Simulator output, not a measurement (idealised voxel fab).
voxel gate over fins: a process module
Section shown: cut. Width: 220 nm. Cell size: 5 nm, square.
Cross-section, as written here: a square-cell grid given band by band from the top down, where a band holds one or more rows of cells. Top, bottom (nm), then materials left to right with widths (nm); lone material tagged "all across" fills the whole band edge to edge; "air" = empty space. All heights in this document are referenced to 0, defined as the level beneath which the wafer, as received, consists entirely of one material. The lowest band is not bounded below; it extends indefinitely downward and is written in the form "0 -> down". The two numbers in a width such as "30..40" mark its ends across the band: the first belongs to the top row of cells, the second to the bottom row, and from each row to the next the width moves by the same amount. Given "remained the same" for a step, no cell of the cross-section differs between before and after that step. Empty spaces counting at least 8 cells and having no open way to the top are listed in "Fully sealed voids". The notation width x height at distance is used for each, the distance being from the left edge and all three values in nm. after a step's settings: what the simulator itself notes on the step. What "overlay nm" on a step's line means: if the step has a mask, that mask lay this far to the right of its planned place, or, when the value is negative, to the left.

BELOW IS THE LIST OF PLANNED PROCESS STEPS
| 1 | RECEIVE | material Si |
| 2 | CONFORMAL_DEP | material SiN | thk nm 5 |
| 3 | DIRECTIONAL_DEP | material aC | thk nm 15 |
| 4 | PATTERN | tone cover | mask id FINS | material resist | width nm 15 | pitch nm 45 | thk nm 30 | overlay nm 0 |
| 5 | DIRECTIONAL_ETCH | etch materials aC | depth nm 15 |
| 6 | STRIP | etch materials resist |
| 7 | DIRECTIONAL_ETCH | etch materials SiN | depth nm 5 |
| 8 | DIRECTIONAL_ETCH | etch materials Si | depth nm 40 |
| 9 | STRIP | etch materials aC |
| 10 | OXIDIZE | depth nm 5 |
| 11 | FILL_DEP | material SiO2 | thk nm 10 |
| 12 | CMP | height nm 5 |
| 13 | SELECTIVE_ETCH | etch materials SiO2 | depth nm 20 |
| 14 | STRIP | etch materials SiN |
| 15 | CONFORMAL_DEP | material HfO2 | thk nm 5 |
| 16 | CONFORMAL_DEP | material TiN | thk nm 5 |
| 17 | FILL_DEP | material W | thk nm 15 |
| 18 | CMP | height nm 20 |
| 19 | CONFORMAL_DEP | material SiCN | thk nm 5 |

AS-RECEIVED WAFER CROSS-SECTION (AFTER STEP 1)
> 0 -> down = Si all across
> Fully sealed voids: none

THE FIRST OF TWO WAFERS, CROSS-SECTIONED AT THE END OF THE MODULE, WITH THE RUN PROCEEDING AS PLANNED
> 25 -> 20 = SiCN all across
> 20 -> 10 = W all across
> 10 -> 5 = 50 nm W, 25 nm TiN, 20 nm W, 25 nm TiN, 20 nm W, 25 nm TiN, 55 nm W
> 5 -> 0 = 50 nm W, 5 nm TiN, 15 nm HfO2, 5 nm TiN, 20 nm W, 5 nm TiN, 15 nm HfO2, 5 nm TiN, 20 nm W, 5 nm TiN, 15 nm HfO2, 5 nm TiN, 55 nm W
> 0 -> -5 = 50 nm W, 5 nm TiN, 5 nm HfO2, 5 nm Si, 5 nm HfO2, 5 nm TiN, 20 nm W, 5 nm TiN, 5 nm HfO2, 5 nm Si, 5 nm HfO2, 5 nm TiN, 20 nm W, 5 nm TiN, 5 nm HfO2, 5 nm Si, 5 nm HfO2, 5 nm TiN, 55 nm W
> -5 -> -10 = 55 nm TiN, 5 nm HfO2, 5 nm Si, 5 nm HfO2, 30 nm TiN, 5 nm HfO2, 5 nm Si, 5 nm HfO2, 30 nm TiN, 5 nm HfO2, 5 nm Si, 5 nm HfO2, 60 nm TiN
> -10 -> -15 = 60 nm HfO2, 5 nm Si, 40 nm HfO2, 5 nm Si, 40 nm HfO2, 5 nm Si, 65 nm HfO2
> -15 -> -45 = 60 nm SiO2, 5 nm Si, 40 nm SiO2, 5 nm Si, 40 nm SiO2, 5 nm Si, 65 nm SiO2
> -45 -> down = Si all across
> Fully sealed voids: none

SECOND WAFER THROUGH THE MODULE, SECTIONED AT THE END: SAME BEGINNING AND SAME PLAN AS THE FIRST WAFER, WITH ONE MISTAKE IN CARRYING IT OUT
> 25 -> 20 = SiCN all across
> 20 -> 10 = W all across
> 10 -> 5 = 50 nm W, 30 nm TiN, 15 nm W, 30 nm TiN, 15 nm W, 30 nm TiN, 50 nm W
> 5 -> 0 = 50 nm W, 5 nm TiN, 20 nm HfO2, 5 nm TiN, 15 nm W, 5 nm TiN, 20 nm HfO2, 5 nm TiN, 15 nm W, 5 nm TiN, 20 nm HfO2, 5 nm TiN, 50 nm W
> 0 -> -5 = 50 nm W, 5 nm TiN, 5 nm HfO2, 10 nm Si, 5 nm HfO2, 5 nm TiN, 15 nm W, 5 nm TiN, 5 nm HfO2, 10 nm Si, 5 nm HfO2, 5 nm TiN, 15 nm W, 5 nm TiN, 5 nm HfO2, 10 nm Si, 5 nm HfO2, 5 nm TiN, 50 nm W
> -5 -> -10 = 55 nm TiN, 5 nm HfO2, 10 nm Si, 5 nm HfO2, 25 nm TiN, 5 nm HfO2, 10 nm Si, 5 nm HfO2, 25 nm TiN, 5 nm HfO2, 10 nm Si, 5 nm HfO2, 55 nm TiN
> -10 -> -15 = 60 nm HfO2, 10 nm Si, 35 nm HfO2, 10 nm Si, 35 nm HfO2, 10 nm Si, 60 nm HfO2
> -15 -> -45 = 60 nm SiO2, 10 nm Si, 35 nm SiO2, 10 nm Si, 35 nm SiO2, 10 nm Si, 60 nm SiO2
> -45 -> down = Si all across
> Fully sealed voids: none
Run error: note that step 4 departed from the planned setting and was carried out as PATTERN | tone cover | mask id FINS | material resist | width nm 20 | pitch nm 45 | thk nm 30 | overlay nm 0
Final difference in cells, second wafer against first, listed per material as more or fewer: 27 more of Si | 18 fewer of SiO2 | 9 fewer of W
